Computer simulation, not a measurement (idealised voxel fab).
voxel quadruple lines: a process module
The figure presents cross-section cut, which has a width of 220 nm and is divided into square cells with an edge length of 5 nm.
Cross-section spec: square-cell grid; bands listed top down; each band is one or more rows.
Basically the band line says how high the top is and how high the bottom is, in nm, and then what's in it from left to right, every material with its width in nm. Empty space shows up as "air", and if a single material carries "everywhere" it runs the full band edge to edge.
Height reference: 0 = level under which incoming wafer is all one material. Lowest band: no bottom, runs on downward, e.g. "0..down".
The expression "30 to 40" gives the width at the extremes of the band, the first number at its top row of cells and the second at its bottom row, with the width changing by equal amounts from each row to the next in between.
When a step is marked "identical to before", none of the cells in the cross-section changed during that step.
Under "Closed void table" you'll find the enclosed gaps, the ones with no way out to the top, that are 8 cells or bigger; each reads width x height at distance, with distance counted from the left edge, everything in nm.
Post-settings text on a step line: simulator's own remark regarding the step.
"overlay nm" answers the question of how far to the right of plan the mask lay on a step that has a mask, and when it is negative the answer is to the left.

The planned process steps are enumerated hereunder
1. op RECEIVE | material Si
2. op CONFORMAL_DEP | material SiO2 | thk nm 5
3. op DIRECTIONAL_DEP | material Ru | thk nm 10
4. op DIRECTIONAL_DEP | material polySi | thk nm 20
5. op DIRECTIONAL_DEP | material aC | thk nm 20
6. op PATTERN | tone cover | mask id MANDREL | material resist | width nm 20 | pitch nm 60 | thk nm 30 | overlay nm 0
7. op DIRECTIONAL_ETCH | etch materials aC | depth nm 20
8. op STRIP | etch materials resist
9. op CONFORMAL_DEP | material SiO2 | thk nm 10
10. op DIRECTIONAL_ETCH | etch materials SiO2 | depth nm 10
11. op STRIP | etch materials aC
12. op DIRECTIONAL_ETCH | etch materials polySi | depth nm 20
13. op STRIP | etch materials SiO2
14. op CONFORMAL_DEP | material SiCN | thk nm 5
15. op DIRECTIONAL_ETCH | etch materials SiCN | depth nm 5
16. op STRIP | etch materials polySi
17. op DIRECTIONAL_ETCH | etch materials Ru | depth nm 10
18. op STRIP | etch materials SiCN
19. op FILL_DEP | material lowk | thk nm 10
20. op CMP | height nm 15

Wafer cross-section on receipt, i.e. after step 1
0..down: Si everywhere
Closed void table: none

This is how the wafer looks in cross-section once the module is done, given the starting state and plan above and one mistake in carrying the plan out
15..5: 55 SiO2, then 5 Ru, then 10 SiO2, then 5 Ru, then 10 SiO2, then 5 Ru, then 10 SiO2, then 5 Ru, then 10 SiO2, then 5 Ru, then 10 SiO2, then 5 Ru, then 10 SiO2, then 5 Ru, then 10 SiO2, then 5 Ru, then 55 SiO2
5..0: SiO2 everywhere
0..down: Si everywhere
Closed void table: none
The mistake made against the process plan was this: note that step 19 departed from the planned setting and was carried out as op FILL_DEP | material SiO2 | thk nm 10
